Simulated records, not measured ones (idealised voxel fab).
process module | voxel transistor to metal
cross-section cut | 185 nm wide | cells 5 nm
A cross-section is a grid of square cells, given in bands from the top down. A band is one or more rows of cells.
Each band's line starts with the height of the band's top and of its bottom, in nm. Then come its materials from left to right, each with its width in nm. One material with "throughout" fills the band from edge to edge. "air" is empty space.
Height 0 is the level under which the wafer as received is all one material. The lowest band goes on downwards, as in "0 down".
A width such as "30 to 40" changes by the same amount from each row of cells to the next, from the band's top row to its bottom row.
"no change" after a step means that no cell of the cross-section changed.
closed voids: empty space of 8 cells or more with no open way to the top, each as width x height at its distance from the left edge, in nm
after a step's settings: what the simulator itself notes on the step
overlay nm, on a step with a mask: how far to the right of its planned place the mask lay; to the left if negative
plan
1 op RECEIVE | material Si
2 op CONFORMAL_DEP | material SiO2 | thk nm 5
3 op CONFORMAL_DEP | material SiN | thk nm 10
4 op MASKED_ETCH | tone cover | mask id ACTIVE | width nm 110 | etch materials SiN | depth nm 10 | overlay nm 0
5 op MASKED_ETCH | tone cover | mask id ACTIVE | width nm 110 | etch materials SiO2 | depth nm 5 | overlay nm 0
6 op MASKED_ETCH | tone cover | mask id ACTIVE | width nm 110 | etch materials Si | depth nm 35 | overlay nm 0
7 op OXIDIZE | depth nm 5
8 op FILL_DEP | material SiO2 | thk nm 10
9 op CMP | height nm 15
10 op SELECTIVE_ETCH | etch materials SiO2 | depth nm 10
11 op STRIP | etch materials SiN
12 op SELECTIVE_ETCH | etch materials SiO2 | depth nm 5
13 op OXIDIZE | depth nm 5
14 op DIRECTIONAL_DEP | material polySi | thk nm 30
15 op DIRECTIONAL_DEP | material SiCN | thk nm 10
16 op MASKED_ETCH | tone cover | mask id GATE | width nm 30 | etch materials SiCN | depth nm 20 | overlay nm 0
17 op MASKED_ETCH | tone cover | mask id GATE | width nm 30 | etch materials polySi | depth nm 40 | overlay nm 0
18 op CONFORMAL_DEP | material SiN | thk nm 10
19 op DIRECTIONAL_ETCH | etch materials SiN | depth nm 10
20 op DIRECTIONAL_ETCH | etch materials SiO2 | depth nm 5
21 op DIRECTIONAL_ETCH | etch materials Si | depth nm 10
22 op EPI | material pSi | thk nm 10
23 op FILL_DEP | material SiO2 | thk nm 5
24 op CMP | height nm 30
25 op STRIP | etch materials polySi
26 op SELECTIVE_ETCH | etch materials SiO2 | depth nm 5
27 op CONFORMAL_DEP | material HfO2 | thk nm 5
28 op CONFORMAL_DEP | material TiN | thk nm 5
29 op FILL_DEP | material W | thk nm 5
30 op CMP | height nm 25
31 op DIRECTIONAL_DEP | material SiO2 | thk nm 10
32 op MASKED_ETCH | tone open | mask id CONTACT | width nm 20 | pitch nm 80 | etch materials SiO2 | depth nm 40 | overlay nm 0
33 op CONFORMAL_DEP | material TiN | thk nm 5
34 op FILL_DEP | material Ru | thk nm 5
35 op CMP | height nm 35
36 op DIRECTIONAL_DEP | material TiN | thk nm 5
37 op DIRECTIONAL_DEP | material Ru | thk nm 15
38 op PATTERN | tone cover | mask id METAL_1 | material resist | width nm 20 | pitch nm 80 | thk nm 15 | overlay nm 0
39 op DIRECTIONAL_ETCH | etch materials Ru | depth nm 15
40 op DIRECTIONAL_ETCH | etch materials TiN | depth nm 5
41 op STRIP | etch materials resist
42 op CONFORMAL_DEP | material SiCN | thk nm 5
43 op FILL_DEP | material lowk | thk nm 10
44 op CMP | height nm 55
45 op CONFORMAL_DEP | material SiCN | thk nm 5
46 op DIRECTIONAL_DEP | material SiO2 | thk nm 25
47 op DIRECTIONAL_DEP | material aC | thk nm 15
48 op PATTERN | tone open | mask id METAL_2_HOLES | material resist | width nm 15 | pitch nm 80 | thk nm 30 | overlay nm 0
49 op DIRECTIONAL_ETCH | etch materials aC | depth nm 15
50 op STRIP | etch materials resist
51 op DIRECTIONAL_ETCH | etch materials SiO2 | depth nm 25
52 op STRIP | etch materials aC
53 op DIRECTIONAL_DEP | material aC | thk nm 10
54 op PATTERN | tone open | mask id METAL_2 | material resist | width nm 20 | pitch nm 80 | thk nm 30 | overlay nm 0
55 op DIRECTIONAL_ETCH | etch materials aC | depth nm 10
56 op STRIP | etch materials resist
57 op DIRECTIONAL_ETCH | etch materials SiO2 | depth nm 15
58 op DIRECTIONAL_ETCH | etch materials SiCN | depth nm 5
59 op STRIP | etch materials aC
60 op CONFORMAL_DEP | material TiN | thk nm 5
61 op FILL_DEP | material Cu | thk nm 5
62 op CMP | height nm 85
63 op CONFORMAL_DEP | material SiN | thk nm 5
first wafer, as planned
as received, after step 1
  0 down: Si throughout
  closed voids: none
after step 2
  5 to 0: SiO2 throughout
  below 0: unchanged
after step 3
  15 to 5: SiN throughout
  below 5: unchanged
after step 4
  15 to 5: air 35 | SiN 110 | air 40
  below 5: unchanged
after step 5
  15 to 5: air 35 | SiN 110 | air 40
  5 to 0: air 35 | SiO2 110 | air 40
  below 0: unchanged
after step 6
  15 to 5: air 35 | SiN 110 | air 40
  5 to 0: air 35 | SiO2 110 | air 40
  0 to -35: air 35 | Si 110 | air 40
  below -35: unchanged
after step 7
  15 to 5: air 35 | SiN 110 | air 40
  5 to 0: air 35 | SiO2 110 | air 40
  0 to -35: air 35 | SiO2 5 | Si 100 | SiO2 5 | air 40
  -35 to -40: SiO2 40 | Si 100 | SiO2 45
  below -40: unchanged
after step 8
  25 to 15: SiO2 throughout
  15 to 5: SiO2 35 | SiN 110 | SiO2 40
  5 to 0: SiO2 throughout
  0 to -40: SiO2 40 | Si 100 | SiO2 45
  below -40: unchanged
after step 9
  15 to 5: SiO2 35 | SiN 110 | SiO2 40
  below 5: unchanged
after step 10
  15 to 5: air 35 | SiN 110 | air 40
  below 5: unchanged
after step 11
  5 to 0: SiO2 throughout
  below 0: unchanged
after step 12
  0 to -40: SiO2 40 | Si 100 | SiO2 45
  below -40: unchanged
after step 13
  0 to -5: SiO2 throughout
  below -5: unchanged
after step 14
  30 to 0: polySi throughout
  below 0: unchanged
after step 15
  40 to 30: SiCN throughout
  below 30: unchanged
after step 16
  40 to 30: air 75 | SiCN 30 | air 80
  below 30: unchanged
after step 17
  40 to 30: air 75 | SiCN 30 | air 80
  30 to 0: air 75 | polySi 30 | air 80
  below 0: unchanged
after step 18
  50 to 40: air 65 | SiN 50 | air 70
  40 to 30: air 65 | SiN 10 | SiCN 30 | SiN 10 | air 70
  30 to 10: air 65 | SiN 10 | polySi 30 | SiN 10 | air 70
  10 to 0: SiN 75 | polySi 30 | SiN 80
  below 0: unchanged
after step 19
  40 to 30: air 65 | SiN 10 | SiCN 30 | SiN 10 | air 70
  30 to 0: air 65 | SiN 10 | polySi 30 | SiN 10 | air 70
  below 0: unchanged
after step 20
  40 to 30: air 65 | SiN 10 | SiCN 30 | SiN 10 | air 70
  30 to 0: air 65 | SiN 10 | polySi 30 | SiN 10 | air 70
  0 to -5: air 65 | SiO2 50 | air 70
  below -5: unchanged
after step 21
  40 to 30: air 65 | SiN 10 | SiCN 30 | SiN 10 | air 70
  30 to 0: air 65 | SiN 10 | polySi 30 | SiN 10 | air 70
  0 to -5: air 65 | SiO2 50 | air 70
  -5 to -15: SiO2 40 | air 25 | Si 50 | air 25 | SiO2 45
  below -15: unchanged
after step 22
  40 to 30: air 65 | SiN 10 | SiCN 30 | SiN 10 | air 70
  30 to 5: air 65 | SiN 10 | polySi 30 | SiN 10 | air 70
  5 to 0: air 55 | pSi 10 | SiN 10 | polySi 30 | SiN 10 | pSi 10 | air 60
  0 to -5: air 55 | pSi 10 | SiO2 50 | pSi 10 | air 60
  -5 to -15: SiO2 40 | pSi 25 | Si 50 | pSi 25 | SiO2 45
  below -15: unchanged
after step 23
  45 to 40: SiO2 throughout
  40 to 30: SiO2 65 | SiN 10 | SiCN 30 | SiN 10 | SiO2 70
  30 to 5: SiO2 65 | SiN 10 | polySi 30 | SiN 10 | SiO2 70
  5 to 0: SiO2 55 | pSi 10 | SiN 10 | polySi 30 | SiN 10 | pSi 10 | SiO2 60
  0 to -5: SiO2 55 | pSi 10 | SiO2 50 | pSi 10 | SiO2 60
  below -5: unchanged
after step 24
  30 to 5: SiO2 65 | SiN 10 | polySi 30 | SiN 10 | SiO2 70
  below 5: unchanged
after step 25
  30 to 5: SiO2 65 | SiN 10 | air 30 | SiN 10 | SiO2 70
  5 to 0: SiO2 55 | pSi 10 | SiN 10 | air 30 | SiN 10 | pSi 10 | SiO2 60
  below 0: unchanged
after step 26
  30 to 25: air 65 | SiN 10 | air 30 | SiN 10 | air 70
  25 to 5: SiO2 65 | SiN 10 | air 30 | SiN 10 | SiO2 70
  5 to 0: SiO2 55 | pSi 10 | SiN 10 | air 30 | SiN 10 | pSi 10 | SiO2 60
  0 to -5: SiO2 55 | pSi 10 | SiO2 5 | air 40 | SiO2 5 | pSi 10 | SiO2 60
  below -5: unchanged
after step 27
  35 to 30: air 60 | HfO2 20 | air 20 | HfO2 20 | air 65
  30 to 25: HfO2 65 | SiN 10 | HfO2 5 | air 20 | HfO2 5 | SiN 10 | HfO2 70
  25 to 5: SiO2 65 | SiN 10 | HfO2 5 | air 20 | HfO2 5 | SiN 10 | SiO2 70
  5 to 0: SiO2 55 | pSi 10 | SiN 10 | HfO2 5 | air 20 | HfO2 5 | SiN 10 | pSi 10 | SiO2 60
  0 to -5: SiO2 55 | pSi 10 | SiO2 5 | HfO2 40 | SiO2 5 | pSi 10 | SiO2 60
  below -5: unchanged
after step 28
  40 to 35: air 55 | TiN 30 | air 10 | TiN 30 | air 60
  35 to 30: TiN 60 | HfO2 20 | TiN 5 | air 10 | TiN 5 | HfO2 20 | TiN 65
  30 to 25: HfO2 65 | SiN 10 | HfO2 5 | TiN 5 | air 10 | TiN 5 | HfO2 5 | SiN 10 | HfO2 70
  25 to 5: SiO2 65 | SiN 10 | HfO2 5 | TiN 5 | air 10 | TiN 5 | HfO2 5 | SiN 10 | SiO2 70
  5 to 0: SiO2 55 | pSi 10 | SiN 10 | HfO2 5 | TiN 20 | HfO2 5 | SiN 10 | pSi 10 | SiO2 60
  below 0: unchanged
after step 29
  45 to 40: W throughout
  40 to 35: W 55 | TiN 30 | W 10 | TiN 30 | W 60
  35 to 30: TiN 60 | HfO2 20 | TiN 5 | W 10 | TiN 5 | HfO2 20 | TiN 65
  30 to 25: HfO2 65 | SiN 10 | HfO2 5 | TiN 5 | W 10 | TiN 5 | HfO2 5 | SiN 10 | HfO2 70
  25 to 5: SiO2 65 | SiN 10 | HfO2 5 | TiN 5 | W 10 | TiN 5 | HfO2 5 | SiN 10 | SiO2 70
  below 5: unchanged
after step 30
  25 to 5: SiO2 65 | SiN 10 | HfO2 5 | TiN 5 | W 10 | TiN 5 | HfO2 5 | SiN 10 | SiO2 70
  below 5: unchanged
after step 31
  35 to 25: SiO2 throughout
  below 25: unchanged
after step 32
  35 to 25: SiO2 40 | air 20 | SiO2 60 | air 20 | SiO2 45
  25 to 5: SiO2 40 | air 20 | SiO2 5 | SiN 10 | HfO2 5 | TiN 5 | W 10 | TiN 5 | HfO2 5 | SiN 10 | SiO2 5 | air 20 | SiO2 45
  5 to 0: SiO2 40 | air 15 | pSi 10 | SiN 10 | HfO2 5 | TiN 20 | HfO2 5 | SiN 10 | pSi 10 | air 15 | SiO2 45
  0 to -5: SiO2 40 | air 15 | pSi 10 | SiO2 5 | HfO2 40 | SiO2 5 | pSi 10 | air 15 | SiO2 45
  below -5: unchanged
after step 33
  40 to 35: TiN 45 | air 10 | TiN 70 | air 10 | TiN 50
  35 to 25: SiO2 40 | TiN 5 | air 10 | TiN 5 | SiO2 60 | TiN 5 | air 10 | TiN 5 | SiO2 45
  25 to 10: SiO2 40 | TiN 5 | air 10 | TiN 5 | SiO2 5 | SiN 10 | HfO2 5 | TiN 5 | W 10 | TiN 5 | HfO2 5 | SiN 10 | SiO2 5 | TiN 5 | air 10 | TiN 5 | SiO2 45
  10 to 5: SiO2 40 | TiN 5 | air 5 | TiN 10 | SiO2 5 | SiN 10 | HfO2 5 | TiN 5 | W 10 | TiN 5 | HfO2 5 | SiN 10 | SiO2 5 | TiN 10 | air 5 | TiN 5 | SiO2 45
  5 to 0: SiO2 40 | TiN 5 | air 5 | TiN 5 | pSi 10 | SiN 10 | HfO2 5 | TiN 20 | HfO2 5 | SiN 10 | pSi 10 | TiN 5 | air 5 | TiN 5 | SiO2 45
  0 to -5: SiO2 40 | TiN 15 | pSi 10 | SiO2 5 | HfO2 40 | SiO2 5 | pSi 10 | TiN 15 | SiO2 45
  below -5: unchanged
after step 34
  45 to 40: Ru throughout
  40 to 35: TiN 45 | Ru 10 | TiN 70 | Ru 10 | TiN 50
  35 to 25: SiO2 40 | TiN 5 | Ru 10 | TiN 5 | SiO2 60 | TiN 5 | Ru 10 | TiN 5 | SiO2 45
  25 to 10: SiO2 40 | TiN 5 | Ru 10 | TiN 5 | SiO2 5 | SiN 10 | HfO2 5 | TiN 5 | W 10 | TiN 5 | HfO2 5 | SiN 10 | SiO2 5 | TiN 5 | Ru 10 | TiN 5 | SiO2 45
  10 to 5: SiO2 40 | TiN 5 | Ru 5 | TiN 10 | SiO2 5 | SiN 10 | HfO2 5 | TiN 5 | W 10 | TiN 5 | HfO2 5 | SiN 10 | SiO2 5 | TiN 10 | Ru 5 | TiN 5 | SiO2 45
  5 to 0: SiO2 40 | TiN 5 | Ru 5 | TiN 5 | pSi 10 | SiN 10 | HfO2 5 | TiN 20 | HfO2 5 | SiN 10 | pSi 10 | TiN 5 | Ru 5 | TiN 5 | SiO2 45
  below 0: unchanged
after step 35
  35 to 25: SiO2 40 | TiN 5 | Ru 10 | TiN 5 | SiO2 60 | TiN 5 | Ru 10 | TiN 5 | SiO2 45
  below 25: unchanged
after step 36
  40 to 35: TiN throughout
  below 35: unchanged
after step 37
  55 to 40: Ru throughout
  below 40: unchanged
after step 38
  70 to 55: air 40 | resist 20 | air 60 | resist 20 | air 45
  below 55: unchanged
after step 39
  70 to 55: air 40 | resist 20 | air 60 | resist 20 | air 45
  55 to 40: air 40 | Ru 20 | air 60 | Ru 20 | air 45
  below 40: unchanged
after step 40
  70 to 55: air 40 | resist 20 | air 60 | resist 20 | air 45
  55 to 40: air 40 | Ru 20 | air 60 | Ru 20 | air 45
  40 to 35: air 40 | TiN 20 | air 60 | TiN 20 | air 45
  below 35: unchanged
after step 41
  55 to 40: air 40 | Ru 20 | air 60 | Ru 20 | air 45
  below 40: unchanged
after step 42
  60 to 55: air 35 | SiCN 30 | air 50 | SiCN 30 | air 40
  55 to 40: air 35 | SiCN 5 | Ru 20 | SiCN 5 | air 50 | SiCN 5 | Ru 20 | SiCN 5 | air 40
  40 to 35: SiCN 40 | TiN 20 | SiCN 60 | TiN 20 | SiCN 45
  below 35: unchanged
after step 43
  70 to 60: lowk throughout
  60 to 55: lowk 35 | SiCN 30 | lowk 50 | SiCN 30 | lowk 40
  55 to 40: lowk 35 | SiCN 5 | Ru 20 | SiCN 5 | lowk 50 | SiCN 5 | Ru 20 | SiCN 5 | lowk 40
  below 40: unchanged
after step 44
  55 to 40: lowk 35 | SiCN 5 | Ru 20 | SiCN 5 | lowk 50 | SiCN 5 | Ru 20 | SiCN 5 | lowk 40
  below 40: unchanged
after step 45
  60 to 55: SiCN throughout
  below 55: unchanged
after step 46
  85 to 60: SiO2 throughout
  below 60: unchanged
after step 47
  100 to 85: aC throughout
  below 85: unchanged
after step 48
  130 to 100: resist 40 | air 15 | resist 65 | air 15 | resist 50
  below 100: unchanged
after step 49
  115 to 100: resist 40 | air 15 | resist 65 | air 15 | resist 50
  100 to 85: aC 40 | air 15 | aC 65 | air 15 | aC 50
  below 85: unchanged
after step 50
  100 to 85: aC 40 | air 15 | aC 65 | air 15 | aC 50
  below 85: unchanged
after step 51
  100 to 85: aC 40 | air 15 | aC 65 | air 15 | aC 50
  85 to 60: SiO2 40 | air 15 | SiO2 65 | air 15 | SiO2 50
  below 60: unchanged
after step 52
  85 to 60: SiO2 40 | air 15 | SiO2 65 | air 15 | SiO2 50
  below 60: unchanged
after step 53
  95 to 85: aC 40 | air 15 | aC 65 | air 15 | aC 50
  85 to 70: SiO2 40 | air 15 | SiO2 65 | air 15 | SiO2 50
  70 to 60: SiO2 40 | aC 15 | SiO2 65 | aC 15 | SiO2 50
  below 60: unchanged
after step 54
  125 to 95: resist 40 | air 20 | resist 60 | air 20 | resist 45
  below 95: unchanged
after step 55
  115 to 95: resist 40 | air 20 | resist 60 | air 20 | resist 45
  95 to 85: aC 40 | air 20 | aC 60 | air 20 | aC 45
  85 to 60: SiO2 40 | air 15 | SiO2 65 | air 15 | SiO2 50
  below 60: unchanged
after step 56
  95 to 85: aC 40 | air 20 | aC 60 | air 20 | aC 45
  below 85: unchanged
after step 57
  95 to 85: aC 40 | air 20 | aC 60 | air 20 | aC 45
  85 to 70: SiO2 40 | air 20 | SiO2 60 | air 20 | SiO2 45
  below 70: unchanged
after step 58
  95 to 85: aC 40 | air 20 | aC 60 | air 20 | aC 45
  85 to 70: SiO2 40 | air 20 | SiO2 60 | air 20 | SiO2 45
  70 to 60: SiO2 40 | air 15 | SiO2 65 | air 15 | SiO2 50
  60 to 55: SiCN 40 | air 15 | SiCN 65 | air 15 | SiCN 50
  below 55: unchanged
after step 59
  85 to 70: SiO2 40 | air 20 | SiO2 60 | air 20 | SiO2 45
  below 70: unchanged
after step 60
  90 to 85: TiN 45 | air 10 | TiN 70 | air 10 | TiN 50
  85 to 75: SiO2 40 | TiN 5 | air 10 | TiN 5 | SiO2 60 | TiN 5 | air 10 | TiN 5 | SiO2 45
  75 to 70: SiO2 40 | TiN 5 | air 5 | TiN 10 | SiO2 60 | TiN 5 | air 5 | TiN 10 | SiO2 45
  70 to 60: SiO2 40 | TiN 5 | air 5 | TiN 5 | SiO2 65 | TiN 5 | air 5 | TiN 5 | SiO2 50
  60 to 55: SiCN 40 | TiN 15 | SiCN 65 | TiN 15 | SiCN 50
  below 55: unchanged
after step 61
  95 to 90: Cu throughout
  90 to 85: TiN 45 | Cu 10 | TiN 70 | Cu 10 | TiN 50
  85 to 75: SiO2 40 | TiN 5 | Cu 10 | TiN 5 | SiO2 60 | TiN 5 | Cu 10 | TiN 5 | SiO2 45
  75 to 70: SiO2 40 | TiN 5 | Cu 5 | TiN 10 | SiO2 60 | TiN 5 | Cu 5 | TiN 10 | SiO2 45
  70 to 60: SiO2 40 | TiN 5 | Cu 5 | TiN 5 | SiO2 65 | TiN 5 | Cu 5 | TiN 5 | SiO2 50
  below 60: unchanged
after step 62
  85 to 75: SiO2 40 | TiN 5 | Cu 10 | TiN 5 | SiO2 60 | TiN 5 | Cu 10 | TiN 5 | SiO2 45
  below 75: unchanged
after step 63
  90 to 85: SiN throughout
  below 85: unchanged
second wafer: like start, like plan, one mistake. Through step 22 it matches the first wafer
when step 23 should have ended
  45 to 40: aC throughout
  40 to 30: aC 65 | SiN 10 | SiCN 30 | SiN 10 | aC 70
  30 to 5: aC 65 | SiN 10 | polySi 30 | SiN 10 | aC 70
  5 to 0: aC 55 | pSi 10 | SiN 10 | polySi 30 | SiN 10 | pSi 10 | aC 60
  0 to -5: aC 55 | pSi 10 | SiO2 50 | pSi 10 | aC 60
  below -5: unchanged
when step 24 should have ended
  30 to 5: aC 65 | SiN 10 | polySi 30 | SiN 10 | aC 70
  below 5: unchanged
when step 25 should have ended
  30 to 5: aC 65 | SiN 10 | air 30 | SiN 10 | aC 70
  5 to 0: aC 55 | pSi 10 | SiN 10 | air 30 | SiN 10 | pSi 10 | aC 60
  below 0: unchanged
when step 26 should have ended
  30 to 5: aC 65 | SiN 10 | air 30 | SiN 10 | aC 70
  5 to 0: aC 55 | pSi 10 | SiN 10 | air 30 | SiN 10 | pSi 10 | aC 60
  0 to -5: aC 55 | pSi 10 | SiO2 5 | air 40 | SiO2 5 | pSi 10 | aC 60
  below -5: unchanged
when step 27 should have ended
  35 to 30: HfO2 80 | air 20 | HfO2 85
  30 to 5: aC 65 | SiN 10 | HfO2 5 | air 20 | HfO2 5 | SiN 10 | aC 70
  5 to 0: aC 55 | pSi 10 | SiN 10 | HfO2 5 | air 20 | HfO2 5 | SiN 10 | pSi 10 | aC 60
  0 to -5: aC 55 | pSi 10 | SiO2 5 | HfO2 40 | SiO2 5 | pSi 10 | aC 60
  below -5: unchanged
when step 28 should have ended
  40 to 35: TiN 85 | air 10 | TiN 90
  35 to 30: HfO2 80 | TiN 5 | air 10 | TiN 5 | HfO2 85
  30 to 5: aC 65 | SiN 10 | HfO2 5 | TiN 5 | air 10 | TiN 5 | HfO2 5 | SiN 10 | aC 70
  5 to 0: aC 55 | pSi 10 | SiN 10 | HfO2 5 | TiN 20 | HfO2 5 | SiN 10 | pSi 10 | aC 60
  below 0: unchanged
when step 29 should have ended
  45 to 40: W throughout
  40 to 35: TiN 85 | W 10 | TiN 90
  35 to 30: HfO2 80 | TiN 5 | W 10 | TiN 5 | HfO2 85
  30 to 5: aC 65 | SiN 10 | HfO2 5 | TiN 5 | W 10 | TiN 5 | HfO2 5 | SiN 10 | aC 70
  below 5: unchanged
when step 30 should have ended
  25 to 5: aC 65 | SiN 10 | HfO2 5 | TiN 5 | W 10 | TiN 5 | HfO2 5 | SiN 10 | aC 70
  below 5: unchanged
when step 31 should have ended
  35 to 25: SiO2 throughout
  below 25: unchanged
when step 32 should have ended
  35 to 25: SiO2 40 | air 20 | SiO2 60 | air 20 | SiO2 45
  below 25: unchanged
when step 33 should have ended
  40 to 35: TiN 45 | air 10 | TiN 70 | air 10 | TiN 50
  35 to 30: SiO2 40 | TiN 5 | air 10 | TiN 5 | SiO2 60 | TiN 5 | air 10 | TiN 5 | SiO2 45
  30 to 25: SiO2 40 | TiN 20 | SiO2 60 | TiN 20 | SiO2 45
  below 25: unchanged
when step 34 should have ended
  45 to 40: Ru throughout
  40 to 35: TiN 45 | Ru 10 | TiN 70 | Ru 10 | TiN 50
  35 to 30: SiO2 40 | TiN 5 | Ru 10 | TiN 5 | SiO2 60 | TiN 5 | Ru 10 | TiN 5 | SiO2 45
  below 30: unchanged
when step 35 should have ended
  35 to 30: SiO2 40 | TiN 5 | Ru 10 | TiN 5 | SiO2 60 | TiN 5 | Ru 10 | TiN 5 | SiO2 45
  below 30: unchanged
when step 36 should have ended
  40 to 35: TiN throughout
  below 35: unchanged
when step 37 should have ended
  55 to 40: Ru throughout
  below 40: unchanged
when step 38 should have ended
  70 to 55: air 40 | resist 20 | air 60 | resist 20 | air 45
  below 55: unchanged
when step 39 should have ended
  70 to 55: air 40 | resist 20 | air 60 | resist 20 | air 45
  55 to 40: air 40 | Ru 20 | air 60 | Ru 20 | air 45
  below 40: unchanged
when step 40 should have ended
  70 to 55: air 40 | resist 20 | air 60 | resist 20 | air 45
  55 to 40: air 40 | Ru 20 | air 60 | Ru 20 | air 45
  40 to 35: air 40 | TiN 20 | air 60 | TiN 20 | air 45
  below 35: unchanged
when step 41 should have ended
  55 to 40: air 40 | Ru 20 | air 60 | Ru 20 | air 45
  below 40: unchanged
when step 42 should have ended
  60 to 55: air 35 | SiCN 30 | air 50 | SiCN 30 | air 40
  55 to 40: air 35 | SiCN 5 | Ru 20 | SiCN 5 | air 50 | SiCN 5 | Ru 20 | SiCN 5 | air 40
  40 to 35: SiCN 40 | TiN 20 | SiCN 60 | TiN 20 | SiCN 45
  below 35: unchanged
when step 43 should have ended
  70 to 60: lowk throughout
  60 to 55: lowk 35 | SiCN 30 | lowk 50 | SiCN 30 | lowk 40
  55 to 40: lowk 35 | SiCN 5 | Ru 20 | SiCN 5 | lowk 50 | SiCN 5 | Ru 20 | SiCN 5 | lowk 40
  below 40: unchanged
when step 44 should have ended
  55 to 40: lowk 35 | SiCN 5 | Ru 20 | SiCN 5 | lowk 50 | SiCN 5 | Ru 20 | SiCN 5 | lowk 40
  below 40: unchanged
when step 45 should have ended
  60 to 55: SiCN throughout
  below 55: unchanged
when step 46 should have ended
  85 to 60: SiO2 throughout
  below 60: unchanged
when step 47 should have ended
  100 to 85: aC throughout
  below 85: unchanged
when step 48 should have ended
  130 to 100: resist 40 | air 15 | resist 65 | air 15 | resist 50
  below 100: unchanged
when step 49 should have ended
  115 to 100: resist 40 | air 15 | resist 65 | air 15 | resist 50
  100 to 85: aC 40 | air 15 | aC 65 | air 15 | aC 50
  below 85: unchanged
when step 50 should have ended
  100 to 85: aC 40 | air 15 | aC 65 | air 15 | aC 50
  below 85: unchanged
when step 51 should have ended
  100 to 85: aC 40 | air 15 | aC 65 | air 15 | aC 50
  85 to 60: SiO2 40 | air 15 | SiO2 65 | air 15 | SiO2 50
  below 60: unchanged
when step 52 should have ended
  85 to 60: SiO2 40 | air 15 | SiO2 65 | air 15 | SiO2 50
  below 60: unchanged
when step 53 should have ended
  95 to 85: aC 40 | air 15 | aC 65 | air 15 | aC 50
  85 to 70: SiO2 40 | air 15 | SiO2 65 | air 15 | SiO2 50
  70 to 60: SiO2 40 | aC 15 | SiO2 65 | aC 15 | SiO2 50
  below 60: unchanged
when step 54 should have ended
  125 to 95: resist 40 | air 20 | resist 60 | air 20 | resist 45
  below 95: unchanged
when step 55 should have ended
  115 to 95: resist 40 | air 20 | resist 60 | air 20 | resist 45
  95 to 85: aC 40 | air 20 | aC 60 | air 20 | aC 45
  85 to 60: SiO2 40 | air 15 | SiO2 65 | air 15 | SiO2 50
  below 60: unchanged
when step 56 should have ended
  95 to 85: aC 40 | air 20 | aC 60 | air 20 | aC 45
  below 85: unchanged
when step 57 should have ended
  95 to 85: aC 40 | air 20 | aC 60 | air 20 | aC 45
  85 to 70: SiO2 40 | air 20 | SiO2 60 | air 20 | SiO2 45
  below 70: unchanged
when step 58 should have ended
  95 to 85: aC 40 | air 20 | aC 60 | air 20 | aC 45
  85 to 70: SiO2 40 | air 20 | SiO2 60 | air 20 | SiO2 45
  70 to 60: SiO2 40 | air 15 | SiO2 65 | air 15 | SiO2 50
  60 to 55: SiCN 40 | air 15 | SiCN 65 | air 15 | SiCN 50
  below 55: unchanged
when step 59 should have ended
  85 to 70: SiO2 40 | air 20 | SiO2 60 | air 20 | SiO2 45
  below 70: unchanged
when step 60 should have ended
  90 to 85: TiN 45 | air 10 | TiN 70 | air 10 | TiN 50
  85 to 75: SiO2 40 | TiN 5 | air 10 | TiN 5 | SiO2 60 | TiN 5 | air 10 | TiN 5 | SiO2 45
  75 to 70: SiO2 40 | TiN 5 | air 5 | TiN 10 | SiO2 60 | TiN 5 | air 5 | TiN 10 | SiO2 45
  70 to 60: SiO2 40 | TiN 5 | air 5 | TiN 5 | SiO2 65 | TiN 5 | air 5 | TiN 5 | SiO2 50
  60 to 55: SiCN 40 | TiN 15 | SiCN 65 | TiN 15 | SiCN 50
  below 55: unchanged
when step 61 should have ended
  95 to 90: Cu throughout
  90 to 85: TiN 45 | Cu 10 | TiN 70 | Cu 10 | TiN 50
  85 to 75: SiO2 40 | TiN 5 | Cu 10 | TiN 5 | SiO2 60 | TiN 5 | Cu 10 | TiN 5 | SiO2 45
  75 to 70: SiO2 40 | TiN 5 | Cu 5 | TiN 10 | SiO2 60 | TiN 5 | Cu 5 | TiN 10 | SiO2 45
  70 to 60: SiO2 40 | TiN 5 | Cu 5 | TiN 5 | SiO2 65 | TiN 5 | Cu 5 | TiN 5 | SiO2 50
  below 60: unchanged
when step 62 should have ended
  85 to 75: SiO2 40 | TiN 5 | Cu 10 | TiN 5 | SiO2 60 | TiN 5 | Cu 10 | TiN 5 | SiO2 45
  below 75: unchanged
when step 63 should have ended
  90 to 85: SiN throughout
  below 85: unchanged
what went wrong: step 23 ran as: op FILL_DEP | material aC | thk nm 5
at the end the second wafer has, in cells: 20 fewer of Ru | 110 fewer of SiO2 | 24 fewer of TiN | 154 more of aC
